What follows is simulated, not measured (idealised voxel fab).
Herein follows the process module entitled voxel self aligned contacts.
Each square cell in cross-section cut measures 5 nm, and the section as a whole is 270 nm wide.
Reading order for cross-sections: top band down to bottom band. Underlying form: a grid of square cells. Band size: one or more rows of cells. Read a band's entry like this: the first values are the height of its top and the height of its bottom in nm, and what follows is the sequence of materials from left to right, each with its width in nm. Note that "air" is empty space, and that a single material marked "everywhere" reaches across the band from edge to edge. Height datum 0, below which the as-received substrate wafer is one material. Lowest band open at the bottom, running downward: "0 down". Per-row width for "30 to 40": begins at first number (top row of band), ends at second number (bottom row), increment between rows held constant. The cross-section has no changed cell in any step marked "remains unaltered". "Fully closed voids" enumerates empty spaces isolated from the top, with no open way to it, that contain at least 8 cells, giving each as width x height at distance from the left edge, all three in nm. That trailing text on a step's line, after the settings, is the simulator's own remark on the step. overlay nm: on a step with a mask, how far right of its planned place the mask lay; negative means left. Each pair of cross-sections that follows straddles one process step: the one shows the state before the step, the other the state after it, down to the lowest band that changed and no further. The step in question, and its settings, are given under the pair. Note that a pair is not necessarily a continuation of the pair above it, since pairs can come from different runs of this module on the same starting wafer; it is a continuation only where its entry headed "Pre-step geometry" says so.

Pre-step geometry:
* 45 to 25 = 55 of air  25 of SiN  40 of air  25 of SiN  40 of air  25 of SiN  60 of air
* 25 to 10 = 55 of air  25 of polySi  40 of air  25 of polySi  40 of air  25 of polySi  60 of air
* 10 to 5 = polySi everywhere
* 5 to 0 = SiO2 everywhere
* 0 down = Si everywhere
* Fully closed voids: none

After the Step:
* 55 to 25 = 45 of air  45 of SiN  20 of air  45 of SiN  20 of air  45 of SiN  50 of air
* 25 to 20 = 45 of air  10 of SiN  25 of polySi  10 of SiN  20 of air  10 of SiN  25 of polySi  10 of SiN  20 of air  10 of SiN  25 of polySi  10 of SiN  50 of air
* 20 to 10 = 55 of SiN  25 of polySi  40 of SiN  25 of polySi  40 of SiN  25 of polySi  60 of SiN
* Note: structure below 10 unchanged.
* Fully closed voids: none
Which operation lies between the before and after views above? CONFORMAL_DEP: material SiN, thk nm 10

Pre-step geometry: as shown after the step in the preceding pair, directly above.

After the Step:
* 45 to 25 = 45 of air  45 of SiN  20 of air  45 of SiN  20 of air  45 of SiN  50 of air
* 25 to 10 = 45 of air  10 of SiN  25 of polySi  10 of SiN  20 of air  10 of SiN  25 of polySi  10 of SiN  20 of air  10 of SiN  25 of polySi  10 of SiN  50 of air
* Note: structure below 10 unchanged.
* Fully closed voids: none
Which operation lies between the before and after views above? DIRECTIONAL_ETCH: etch materials SiN, depth nm 10

Pre-step geometry: as shown after the step in the preceding pair, directly above.

After the Step:
* 60 to 45 = SiO2 everywhere
* 45 to 25 = 45 of SiO2  45 of SiN  20 of SiO2  45 of SiN  20 of SiO2  45 of SiN  50 of SiO2
* 25 to 10 = 45 of SiO2  10 of SiN  25 of polySi  10 of SiN  20 of SiO2  10 of SiN  25 of polySi  10 of SiN  20 of SiO2  10 of SiN  25 of polySi  10 of SiN  50 of SiO2
* Note: structure below 10 unchanged.
* Fully closed voids: none
Which operation lies between the before and after views above? FILL_DEP: material SiO2, thk nm 15

Pre-step geometry: as shown after the step in the preceding pair, directly above.

After the Step:
* 55 to 45 = SiO2 everywhere
* Note: structure below 45 unchanged.
* Fully closed voids: none
Which operation lies between the before and after views above? CMP: height nm 55

Pre-step geometry: as shown after the step in the preceding pair, directly above.

After the Step:
* 55 to 45 = 75 of SiO2  50 of air  15 of SiO2  50 of air  80 of SiO2
* 45 to 25 = 45 of SiO2  45 of SiN  20 of air  45 of SiN  20 of air  45 of SiN  50 of SiO2
* 25 to 10 = 45 of SiO2  10 of SiN  25 of polySi  10 of SiN  20 of air  10 of SiN  25 of polySi  10 of SiN  20 of air  10 of SiN  25 of polySi  10 of SiN  50 of SiO2
* Note: structure below 10 unchanged.
* Fully closed voids: none
Which operation lies between the before and after views above? MASKED_ETCH: tone open, mask id CONTACT, width nm 50, pitch nm 65, etch materials SiO2, depth nm 55, overlay nm 0

Pre-step geometry: as shown after the step in the preceding pair, directly above.

After the Step:
* 60 to 55 = 80 of TiN  40 of air  25 of TiN  40 of air  85 of TiN
* 55 to 45 = 75 of SiO2  5 to 20 of TiN  40 to 10 of air  5 to 20 of TiN  15 of SiO2  5 to 20 of TiN  40 to 10 of air  5 to 20 of TiN  80 of SiO2
* 45 to 25 = 45 of SiO2  45 of SiN  5 of TiN  10 of air  5 of TiN  45 of SiN  5 of TiN  10 of air  5 of TiN  45 of SiN  50 of SiO2
* 25 to 15 = 45 of SiO2  10 of SiN  25 of polySi  10 of SiN  5 of TiN  10 of air  5 of TiN  10 of SiN  25 of polySi  10 of SiN  5 of TiN  10 of air  5 of TiN  10 of SiN  25 of polySi  10 of SiN  50 of SiO2
* 15 to 10 = 45 of SiO2  10 of SiN  25 of polySi  10 of SiN  20 of TiN  10 of SiN  25 of polySi  10 of SiN  20 of TiN  10 of SiN  25 of polySi  10 of SiN  50 of SiO2
* Note: structure below 10 unchanged.
* Fully closed voids: none
Which operation lies between the before and after views above? CONFORMAL_DEP: material TiN, thk nm 5

Pre-step geometry: as shown after the step in the preceding pair, directly above.

After the Step:
* 65 to 60 = W everywhere
* 60 to 55 = 80 of TiN  40 of W  25 of TiN  40 of W  85 of TiN
* 55 to 45 = 75 of SiO2  5 to 20 of TiN  40 to 10 of W  5 to 20 of TiN  15 of SiO2  5 to 20 of TiN  40 to 10 of W  5 to 20 of TiN  80 of SiO2
* 45 to 25 = 45 of SiO2  45 of SiN  5 of TiN  10 of W  5 of TiN  45 of SiN  5 of TiN  10 of W  5 of TiN  45 of SiN  50 of SiO2
* 25 to 15 = 45 of SiO2  10 of SiN  25 of polySi  10 of SiN  5 of TiN  10 of W  5 of TiN  10 of SiN  25 of polySi  10 of SiN  5 of TiN  10 of W  5 of TiN  10 of SiN  25 of polySi  10 of SiN  50 of SiO2
* Note: structure below 15 unchanged.
* Fully closed voids: none
Which operation lies between the before and after views above? FILL_DEP: material W, thk nm 5

Pre-step geometry: as shown after the step in the preceding pair, directly above.

After the Step:
* 55 to 45 = 75 of SiO2  5 to 20 of TiN  40 to 10 of W  5 to 20 of TiN  15 of SiO2  5 to 20 of TiN  40 to 10 of W  5 to 20 of TiN  80 of SiO2
* Note: structure below 45 unchanged.
* Fully closed voids: none
Which operation lies between the before and after views above? CMP: height nm 55

Pre-step geometry: as shown after the step in the preceding pair, directly above.

After the Step:
* 60 to 55 = SiCN everywhere
* Note: structure below 55 unchanged.
* Fully closed voids: none
Which operation lies between the before and after views above? CONFORMAL_DEP: material SiCN, thk nm 5

Pre-step geometry:
* 60 to 45 = aC everywhere
* 45 to 25 = SiN everywhere
* 25 to 5 = polySi everywhere
* 5 to 0 = SiO2 everywhere
* 0 down = Si everywhere
* Fully closed voids: none

After the Step:
* 90 to 60 = 60 of air  20 of resist  45 of air  20 of resist  45 of air  20 of resist  60 of air
* Note: structure below 60 unchanged.
* Fully closed voids: none
Which operation lies between the before and after views above? PATTERN: tone cover, mask id GATE, material resist, width nm 20, pitch nm 65, thk nm 30, overlay nm 0

Pre-step geometry: as shown after the step in the preceding pair, directly above.

After the Step:
* 75 to 60 = 60 of air  20 of resist  45 of air  20 of resist  45 of air  20 of resist  60 of air
* 60 to 45 = 60 of air  20 of aC  45 of air  20 of aC  45 of air  20 of aC  60 of air
* Note: structure below 45 unchanged.
* Fully closed voids: none
Which operation lies between the before and after views above? DIRECTIONAL_ETCH: etch materials aC, depth nm 15

Pre-step geometry: as shown after the step in the preceding pair, directly above.

After the Step:
* 60 to 45 = 60 of air  20 of aC  45 of air  20 of aC  45 of air  20 of aC  60 of air
* Note: structure below 45 unchanged.
* Fully closed voids: none
Which operation lies between the before and after views above? STRIP: etch materials resist

Pre-step geometry: as shown after the step in the preceding pair, directly above.

After the Step:
* 60 to 45 = 60 of air  20 of aC  45 of air  20 of aC  45 of air  20 of aC  60 of air
* 45 to 25 = 60 of air  20 of SiN  45 of air  20 of SiN  45 of air  20 of SiN  60 of air
* Note: structure below 25 unchanged.
* Fully closed voids: none
Which operation lies between the before and after views above? DIRECTIONAL_ETCH: etch materials SiN, depth nm 20

Pre-step geometry: as shown after the step in the preceding pair, directly above.

After the Step:
* 60 to 45 = 60 of air  20 of aC  45 of air  20 of aC  45 of air  20 of aC  60 of air
* 45 to 25 = 60 of air  20 of SiN  45 of air  20 of SiN  45 of air  20 of SiN  60 of air
* 25 to 5 = 60 of air  20 of polySi  45 of air  20 of polySi  45 of air  20 of polySi  60 of air
* Note: structure below 5 unchanged.
* Fully closed voids: none
Which operation lies between the before and after views above? DIRECTIONAL_ETCH: etch materials polySi, depth nm 20

Pre-step geometry: as shown after the step in the preceding pair, directly above.

After the Step:
* 45 to 25 = 60 of air  20 of SiN  45 of air  20 of SiN  45 of air  20 of SiN  60 of air
* Note: structure below 25 unchanged.
* Fully closed voids: none
Which operation lies between the before and after views above? STRIP: etch materials aC

Pre-step geometry: as shown after the step in the preceding pair, directly above.

After the Step:
* 55 to 25 = 50 of air  40 of SiN  25 of air  40 of SiN  25 of air  40 of SiN  50 of air
* 25 to 15 = 50 of air  10 of SiN  20 of polySi  10 of SiN  25 of air  10 of SiN  20 of polySi  10 of SiN  25 of air  10 of SiN  20 of polySi  10 of SiN  50 of air
* 15 to 5 = 60 of SiN  20 of polySi  45 of SiN  20 of polySi  45 of SiN  20 of polySi  60 of SiN
* Note: structure below 5 unchanged.
* Fully closed voids: none
Which operation lies between the before and after views above? CONFORMAL_DEP: material SiN, thk nm 10

Pre-step geometry: as shown after the step in the preceding pair, directly above.

After the Step:
* 45 to 25 = 50 of air  40 of SiN  25 of air  40 of SiN  25 of air  40 of SiN  50 of air
* 25 to 5 = 50 of air  10 of SiN  20 of polySi  10 of SiN  25 of air  10 of SiN  20 of polySi  10 of SiN  25 of air  10 of SiN  20 of polySi  10 of SiN  50 of air
* Note: structure below 5 unchanged.
* Fully closed voids: none
Which operation lies between the before and after views above? DIRECTIONAL_ETCH: etch materials SiN, depth nm 10

Pre-step geometry: as shown after the step in the preceding pair, directly above.

After the Step:
* 60 to 45 = SiO2 everywhere
* 45 to 25 = 50 of SiO2  40 of SiN  25 of SiO2  40 of SiN  25 of SiO2  40 of SiN  50 of SiO2
* 25 to 5 = 50 of SiO2  10 of SiN  20 of polySi  10 of SiN  25 of SiO2  10 of SiN  20 of polySi  10 of SiN  25 of SiO2  10 of SiN  20 of polySi  10 of SiN  50 of SiO2
* Note: structure below 5 unchanged.
* Fully closed voids: none
Which operation lies between the before and after views above? FILL_DEP: material SiO2, thk nm 15

Pre-step geometry: as shown after the step in the preceding pair, directly above.

After the Step:
* 55 to 45 = SiO2 everywhere
* Note: structure below 45 unchanged.
* Fully closed voids: none
Which operation lies between the before and after views above? CMP: height nm 55

Pre-step geometry: as shown after the step in the preceding pair, directly above.

After the Step:
* 55 to 45 = 75 of SiO2  50 of air  15 of SiO2  50 of air  80 of SiO2
* 45 to 25 = 50 of SiO2  40 of SiN  25 of air  40 of SiN  25 of air  40 of SiN  50 of SiO2
* 25 to 5 = 50 of SiO2  10 of SiN  20 of polySi  10 of SiN  25 of air  10 of SiN  20 of polySi  10 of SiN  25 of air  10 of SiN  20 of polySi  10 of SiN  50 of SiO2
* 5 to 0 = 90 of SiO2  25 of air  40 of SiO2  25 of air  90 of SiO2
* Note: structure below 0 unchanged.
* Fully closed voids: none
Which operation lies between the before and after views above? MASKED_ETCH: tone open, mask id CONTACT, width nm 50, pitch nm 65, etch materials SiO2, depth nm 55, overlay nm 0

Pre-step geometry: as shown after the step in the preceding pair, directly above.

After the Step:
* 60 to 55 = 80 of TiN  40 of air  25 of TiN  40 of air  85 of TiN
* 55 to 45 = 75 of SiO2  5 to 20 of TiN  40 to 15 of air  5 to 15 of TiN  15 of SiO2  5 to 20 of TiN  40 to 15 of air  5 to 15 of TiN  80 of SiO2
* 45 to 25 = 50 of SiO2  40 of SiN  5 of TiN  15 of air  5 of TiN  40 of SiN  5 of TiN  15 of air  5 of TiN  40 of SiN  50 of SiO2
* 25 to 5 = 50 of SiO2  10 of SiN  20 of polySi  10 of SiN  5 of TiN  15 of air  5 of TiN  10 of SiN  20 of polySi  10 of SiN  5 of TiN  15 of air  5 of TiN  10 of SiN  20 of polySi  10 of SiN  50 of SiO2
* 5 to 0 = 90 of SiO2  25 of TiN  40 of SiO2  25 of TiN  90 of SiO2
* Note: structure below 0 unchanged.
* Fully closed voids: none
Which operation lies between the before and after views above? CONFORMAL_DEP: material TiN, thk nm 5

Pre-step geometry: as shown after the step in the preceding pair, directly above.

After the Step:
* 65 to 60 = W everywhere
* 60 to 55 = 80 of TiN  40 of W  25 of TiN  40 of W  85 of TiN
* 55 to 45 = 75 of SiO2  5 to 20 of TiN  40 to 15 of W  5 to 15 of TiN  15 of SiO2  5 to 20 of TiN  40 to 15 of W  5 to 15 of TiN  80 of SiO2
* 45 to 25 = 50 of SiO2  40 of SiN  5 of TiN  15 of W  5 of TiN  40 of SiN  5 of TiN  15 of W  5 of TiN  40 of SiN  50 of SiO2
* 25 to 5 = 50 of SiO2  10 of SiN  20 of polySi  10 of SiN  5 of TiN  15 of W  5 of TiN  10 of SiN  20 of polySi  10 of SiN  5 of TiN  15 of W  5 of TiN  10 of SiN  20 of polySi  10 of SiN  50 of SiO2
* Note: structure below 5 unchanged.
* Fully closed voids: none
Which operation lies between the before and after views above? FILL_DEP: material W, thk nm 5

Pre-step geometry: as shown after the step in the preceding pair, directly above.

After the Step:
* 55 to 45 = 75 of SiO2  5 to 20 of TiN  40 to 15 of W  5 to 15 of TiN  15 of SiO2  5 to 20 of TiN  40 to 15 of W  5 to 15 of TiN  80 of SiO2
* Note: structure below 45 unchanged.
* Fully closed voids: none
Which operation lies between the before and after views above? CMP: height nm 55

Pre-step geometry: as shown after the step in the preceding pair, directly above.

After the Step:
* 60 to 55 = SiCN everywhere
* Note: structure below 55 unchanged.
* Fully closed voids: none
Which operation lies between the before and after views above? CONFORMAL_DEP: material SiCN, thk nm 5

Pre-step geometry:
* 55 to 45 = SiO2 everywhere
* 45 to 25 = 45 of SiO2  45 of SiN  20 of SiO2  45 of SiN  20 of SiO2  45 of SiN  50 of SiO2
* 25 to 5 = 45 of SiO2  10 of SiN  25 of polySi  10 of SiN  20 of SiO2  10 of SiN  25 of polySi  10 of SiN  20 of SiO2  10 of SiN  25 of polySi  10 of SiN  50 of SiO2
* 5 to 0 = SiO2 everywhere
* 0 down = Si everywhere
* Fully closed voids: none

After the Step:
* 55 to 45 = 65 of SiO2  50 of air  15 of SiO2  50 of air  90 of SiO2
* 45 to 25 = 45 of SiO2  45 of SiN  20 of air  45 of SiN  20 of air  45 of SiN  50 of SiO2
* 25 to 5 = 45 of SiO2  10 of SiN  25 of polySi  10 of SiN  20 of air  10 of SiN  25 of polySi  10 of SiN  20 of air  10 of SiN  25 of polySi  10 of SiN  50 of SiO2
* 5 to 0 = 90 of SiO2  20 of air  45 of SiO2  20 of air  95 of SiO2
* Note: structure below 0 unchanged.
* Fully closed voids: none
Which operation lies between the before and after views above? MASKED_ETCH: tone open, mask id CONTACT, width nm 50, pitch nm 65, etch materials SiO2, depth nm 55, overlay nm -10

Pre-step geometry: as shown after the step in the preceding pair, directly above.

After the Step:
* 60 to 55 = 70 of TiN  40 of air  25 of TiN  40 of air  95 of TiN
* 55 to 45 = 65 of SiO2  5 to 30 of TiN  40 to 10 of air  5 to 10 of TiN  15 of SiO2  5 to 30 of TiN  40 to 10 of air  5 to 10 of TiN  90 of SiO2
* 45 to 25 = 45 of SiO2  45 of SiN  5 of TiN  10 of air  5 of TiN  45 of SiN  5 of TiN  10 of air  5 of TiN  45 of SiN  50 of SiO2
* 25 to 5 = 45 of SiO2  10 of SiN  25 of polySi  10 of SiN  5 of TiN  10 of air  5 of TiN  10 of SiN  25 of polySi  10 of SiN  5 of TiN  10 of air  5 of TiN  10 of SiN  25 of polySi  10 of SiN  50 of SiO2
* 5 to 0 = 90 of SiO2  20 of TiN  45 of SiO2  20 of TiN  95 of SiO2
* Note: structure below 0 unchanged.
* Fully closed voids: none
Which operation lies between the before and after views above? CONFORMAL_DEP: material TiN, thk nm 5

Pre-step geometry: as shown after the step in the preceding pair, directly above.

After the Step:
* 65 to 60 = W everywhere
* 60 to 55 = 70 of TiN  40 of W  25 of TiN  40 of W  95 of TiN
* 55 to 45 = 65 of SiO2  5 to 30 of TiN  40 to 10 of W  5 to 10 of TiN  15 of SiO2  5 to 30 of TiN  40 to 10 of W  5 to 10 of TiN  90 of SiO2
* 45 to 25 = 45 of SiO2  45 of SiN  5 of TiN  10 of W  5 of TiN  45 of SiN  5 of TiN  10 of W  5 of TiN  45 of SiN  50 of SiO2
* 25 to 5 = 45 of SiO2  10 of SiN  25 of polySi  10 of SiN  5 of TiN  10 of W  5 of TiN  10 of SiN  25 of polySi  10 of SiN  5 of TiN  10 of W  5 of TiN  10 of SiN  25 of polySi  10 of SiN  50 of SiO2
* Note: structure below 5 unchanged.
* Fully closed voids: none
Which operation lies between the before and after views above? FILL_DEP: material W, thk nm 5

Pre-step geometry: as shown after the step in the preceding pair, directly above.

After the Step:
* 55 to 45 = 65 of SiO2  5 to 30 of TiN  40 to 10 of W  5 to 10 of TiN  15 of SiO2  5 to 30 of TiN  40 to 10 of W  5 to 10 of TiN  90 of SiO2
* Note: structure below 45 unchanged.
* Fully closed voids: none
Which operation lies between the before and after views above? CMP: height nm 55

Pre-step geometry: as shown after the step in the preceding pair, directly above.

After the Step:
* 60 to 55 = SiCN everywhere
* Note: structure below 55 unchanged.
* Fully closed voids: none
Which operation lies between the before and after views above? CONFORMAL_DEP: material SiCN, thk nm 5

Pre-step geometry:
* 25 to 5 = polySi everywhere
* 5 to 0 = SiO2 everywhere
* 0 down = Si everywhere
* Fully closed voids: none

After the Step:
* 45 to 25 = W everywhere
* Note: structure below 25 unchanged.
* Fully closed voids: none
Which operation lies between the before and after views above? DIRECTIONAL_DEP: material W, thk nm 20

Pre-step geometry: as shown after the step in the preceding pair, directly above.

After the Step:
* 60 to 45 = aC everywhere
* Note: structure below 45 unchanged.
* Fully closed voids: none
Which operation lies between the before and after views above? DIRECTIONAL_DEP: material aC, thk nm 15

Pre-step geometry: as shown after the step in the preceding pair, directly above.

After the Step:
* 90 to 60 = 55 of air  25 of resist  40 of air  25 of resist  40 of air  25 of resist  60 of air
* Note: structure below 60 unchanged.
* Fully closed voids: none
Which operation lies between the before and after views above? PATTERN: tone cover, mask id GATE, material resist, width nm 25, pitch nm 65, thk nm 30, overlay nm 0

Pre-step geometry: as shown after the step in the preceding pair, directly above.

After the Step:
* 75 to 60 = 55 of air  25 of resist  40 of air  25 of resist  40 of air  25 of resist  60 of air
* 60 to 45 = 55 of air  25 of aC  40 of air  25 of aC  40 of air  25 of aC  60 of air
* Note: structure below 45 unchanged.
* Fully closed voids: none
Which operation lies between the before and after views above? DIRECTIONAL_ETCH: etch materials aC, depth nm 15

Pre-step geometry: as shown after the step in the preceding pair, directly above.

After the Step:
* 60 to 45 = 55 of air  25 of aC  40 of air  25 of aC  40 of air  25 of aC  60 of air
* Note: structure below 45 unchanged.
* Fully closed voids: none
Which operation lies between the before and after views above? STRIP: etch materials resist

Pre-step geometry: as shown after the step in the preceding pair, directly above.

After the Step:
* 45 to 25 = W everywhere
* Note: structure below 25 unchanged.
* Fully closed voids: none
Which operation lies between the before and after views above? STRIP: etch materials aC

Pre-step geometry: as shown after the step in the preceding pair, directly above.

After the Step:
* 55 to 45 = SiN everywhere
* Note: structure below 45 unchanged.
* Fully closed voids: none
Which operation lies between the before and after views above? CONFORMAL_DEP: material SiN, thk nm 10

Pre-step geometry: as shown after the step in the preceding pair, directly above.

After the Step:
* 45 to 25 = W everywhere
* Note: structure below 25 unchanged.
* Fully closed voids: none
Which operation lies between the before and after views above? DIRECTIONAL_ETCH: etch materials SiN, depth nm 10

Pre-step geometry: as shown after the step in the preceding pair, directly above.

After the Step:
* 60 to 45 = SiO2 everywhere
* Note: structure below 45 unchanged.
* Fully closed voids: none
Which operation lies between the before and after views above? FILL_DEP: material SiO2, thk nm 15

Pre-step geometry: as shown after the step in the preceding pair, directly above.

After the Step:
* 55 to 45 = SiO2 everywhere
* Note: structure below 45 unchanged.
* Fully closed voids: none
Which operation lies between the before and after views above? CMP: height nm 55

Pre-step geometry: as shown after the step in the preceding pair, directly above.

After the Step:
* 55 to 45 = 75 of SiO2  50 of air  15 of SiO2  50 of air  80 of SiO2
* Note: structure below 45 unchanged.
* Fully closed voids: none
Which operation lies between the before and after views above? MASKED_ETCH: tone open, mask id CONTACT, width nm 50, pitch nm 65, etch materials SiO2, depth nm 55, overlay nm 0

Pre-step geometry: as shown after the step in the preceding pair, directly above.

After the Step:
* 60 to 55 = 80 of TiN  40 of air  25 of TiN  40 of air  85 of TiN
* 55 to 50 = 75 of SiO2  5 of TiN  40 of air  5 of TiN  15 of SiO2  5 of TiN  40 of air  5 of TiN  80 of SiO2
* 50 to 45 = 75 of SiO2  50 of TiN  15 of SiO2  50 of TiN  80 of SiO2
* Note: structure below 45 unchanged.
* Fully closed voids: none
Which operation lies between the before and after views above? CONFORMAL_DEP: material TiN, thk nm 5

Pre-step geometry: as shown after the step in the preceding pair, directly above.

After the Step:
* 65 to 60 = W everywhere
* 60 to 55 = 80 of TiN  40 of W  25 of TiN  40 of W  85 of TiN
* 55 to 50 = 75 of SiO2  5 of TiN  40 of W  5 of TiN  15 of SiO2  5 of TiN  40 of W  5 of TiN  80 of SiO2
* Note: structure below 50 unchanged.
* Fully closed voids: none
Which operation lies between the before and after views above? FILL_DEP: material W, thk nm 5

Pre-step geometry: as shown after the step in the preceding pair, directly above.

After the Step:
* 55 to 50 = 75 of SiO2  5 of TiN  40 of W  5 of TiN  15 of SiO2  5 of TiN  40 of W  5 of TiN  80 of SiO2
* Note: structure below 50 unchanged.
* Fully closed voids: none
Which operation lies between the before and after views above? CMP: height nm 55

Pre-step geometry: as shown after the step in the preceding pair, directly above.

After the Step:
* 60 to 55 = SiCN everywhere
* Note: structure below 55 unchanged.
* Fully closed voids: none
Which operation lies between the before and after views above? CONFORMAL_DEP: material SiCN, thk nm 5

Pre-step geometry:
* 60 to 45 = aC everywhere
* 45 to 25 = SiN everywhere
* 25 to 5 = polySi everywhere
* 5 to 0 = SiO2 everywhere
* 0 down = Si everywhere
* Fully closed voids: none

After the Step:
* 90 to 60 = 55 of resist  25 of air  40 of resist  25 of air  40 of resist  25 of air  60 of resist
* Note: structure below 60 unchanged.
* Fully closed voids: none
Which operation lies between the before and after views above? PATTERN: tone open, mask id GATE, material resist, width nm 25, pitch nm 65, thk nm 30, overlay nm 0

Pre-step geometry: as shown after the step in the preceding pair, directly above.

After the Step:
* 75 to 60 = 55 of resist  25 of air  40 of resist  25 of air  40 of resist  25 of air  60 of resist
* 60 to 45 = 55 of aC  25 of air  40 of aC  25 of air  40 of aC  25 of air  60 of aC
* Note: structure below 45 unchanged.
* Fully closed voids: none
Which operation lies between the before and after views above? DIRECTIONAL_ETCH: etch materials aC, depth nm 15

Pre-step geometry: as shown after the step in the preceding pair, directly above.

After the Step:
* 60 to 45 = 55 of aC  25 of air  40 of aC  25 of air  40 of aC  25 of air  60 of aC
* Note: structure below 45 unchanged.
* Fully closed voids: none
Which operation lies between the before and after views above? STRIP: etch materials resist

Pre-step geometry: as shown after the step in the preceding pair, directly above.

After the Step:
* 60 to 45 = 55 of aC  25 of air  40 of aC  25 of air  40 of aC  25 of air  60 of aC
* 45 to 25 = 55 of SiN  25 of air  40 of SiN  25 of air  40 of SiN  25 of air  60 of SiN
* Note: structure below 25 unchanged.
* Fully closed voids: none
Which operation lies between the before and after views above? DIRECTIONAL_ETCH: etch materials SiN, depth nm 20

Pre-step geometry: as shown after the step in the preceding pair, directly above.

After the Step:
* 60 to 45 = 55 of aC  25 of air  40 of aC  25 of air  40 of aC  25 of air  60 of aC
* 45 to 25 = 55 of SiN  25 of air  40 of SiN  25 of air  40 of SiN  25 of air  60 of SiN
* 25 to 5 = 55 of polySi  25 of air  40 of polySi  25 of air  40 of polySi  25 of air  60 of polySi
* Note: structure below 5 unchanged.
* Fully closed voids: none
Which operation lies between the before and after views above? DIRECTIONAL_ETCH: etch materials polySi, depth nm 20

Pre-step geometry: as shown after the step in the preceding pair, directly above.

After the Step:
* 45 to 25 = 55 of SiN  25 of air  40 of SiN  25 of air  40 of SiN  25 of air  60 of SiN
* Note: structure below 25 unchanged.
* Fully closed voids: none
Which operation lies between the before and after views above? STRIP: etch materials aC

Pre-step geometry: as shown after the step in the preceding pair, directly above.

After the Step:
* 55 to 25 = 65 of SiN  5 of air  60 of SiN  5 of air  60 of SiN  5 of air  70 of SiN
* 25 to 15 = 55 of polySi  10 of SiN  5 of air  10 of SiN  40 of polySi  10 of SiN  5 of air  10 of SiN  40 of polySi  10 of SiN  5 of air  10 of SiN  60 of polySi
* 15 to 5 = 55 of polySi  25 of SiN  40 of polySi  25 of SiN  40 of polySi  25 of SiN  60 of polySi
* Note: structure below 5 unchanged.
* Fully closed voids: none
Which operation lies between the before and after views above? CONFORMAL_DEP: material SiN, thk nm 10

Pre-step geometry: as shown after the step in the preceding pair, directly above.

After the Step:
* 45 to 25 = 65 of SiN  5 of air  60 of SiN  5 of air  60 of SiN  5 of air  70 of SiN
* 25 to 5 = 55 of polySi  10 of SiN  5 of air  10 of SiN  40 of polySi  10 of SiN  5 of air  10 of SiN  40 of polySi  10 of SiN  5 of air  10 of SiN  60 of polySi
* Note: structure below 5 unchanged.
* Fully closed voids: none
Which operation lies between the before and after views above? DIRECTIONAL_ETCH: etch materials SiN, depth nm 10

Pre-step geometry: as shown after the step in the preceding pair, directly above.

After the Step:
* 60 to 45 = SiO2 everywhere
* 45 to 25 = 65 of SiN  5 of SiO2  60 of SiN  5 of SiO2  60 of SiN  5 of SiO2  70 of SiN
* 25 to 5 = 55 of polySi  10 of SiN  5 of SiO2  10 of SiN  40 of polySi  10 of SiN  5 of SiO2  10 of SiN  40 of polySi  10 of SiN  5 of SiO2  10 of SiN  60 of polySi
* Note: structure below 5 unchanged.
* Fully closed voids: none
Which operation lies between the before and after views above? FILL_DEP: material SiO2, thk nm 15

Pre-step geometry: as shown after the step in the preceding pair, directly above.

After the Step:
* 55 to 45 = SiO2 everywhere
* Note: structure below 45 unchanged.
* Fully closed voids: none
Which operation lies between the before and after views above? CMP: height nm 55

Pre-step geometry: as shown after the step in the preceding pair, directly above.

After the Step:
* 55 to 45 = 75 of SiO2  50 of air  15 of SiO2  50 of air  80 of SiO2
* Note: structure below 45 unchanged.
* Fully closed voids: none
Which operation lies between the before and after views above? MASKED_ETCH: tone open, mask id CONTACT, width nm 50, pitch nm 65, etch materials SiO2, depth nm 55, overlay nm 0

Pre-step geometry: as shown after the step in the preceding pair, directly above.

After the Step:
* 60 to 55 = 80 of TiN  40 of air  25 of TiN  40 of air  85 of TiN
* 55 to 50 = 75 of SiO2  5 of TiN  40 of air  5 of TiN  15 of SiO2  5 of TiN  40 of air  5 of TiN  80 of SiO2
* 50 to 45 = 75 of SiO2  50 of TiN  15 of SiO2  50 of TiN  80 of SiO2
* Note: structure below 45 unchanged.
* Fully closed voids: none
Which operation lies between the before and after views above? CONFORMAL_DEP: material TiN, thk nm 5

Pre-step geometry: as shown after the step in the preceding pair, directly above.

After the Step:
* 65 to 60 = W everywhere
* 60 to 55 = 80 of TiN  40 of W  25 of TiN  40 of W  85 of TiN
* 55 to 50 = 75 of SiO2  5 of TiN  40 of W  5 of TiN  15 of SiO2  5 of TiN  40 of W  5 of TiN  80 of SiO2
* Note: structure below 50 unchanged.
* Fully closed voids: none
Which operation lies between the before and after views above? FILL_DEP: material W, thk nm 5

Pre-step geometry: as shown after the step in the preceding pair, directly above.

After the Step:
* 55 to 50 = 75 of SiO2  5 of TiN  40 of W  5 of TiN  15 of SiO2  5 of TiN  40 of W  5 of TiN  80 of SiO2
* Note: structure below 50 unchanged.
* Fully closed voids: none
Which operation lies between the before and after views above? CMP: height nm 55

Pre-step geometry: as shown after the step in the preceding pair, directly above.

After the Step:
* 60 to 55 = SiCN everywhere
* Note: structure below 55 unchanged.
* Fully closed voids: none
Which operation lies between the before and after views above? CONFORMAL_DEP: material SiCN, thk nm 5
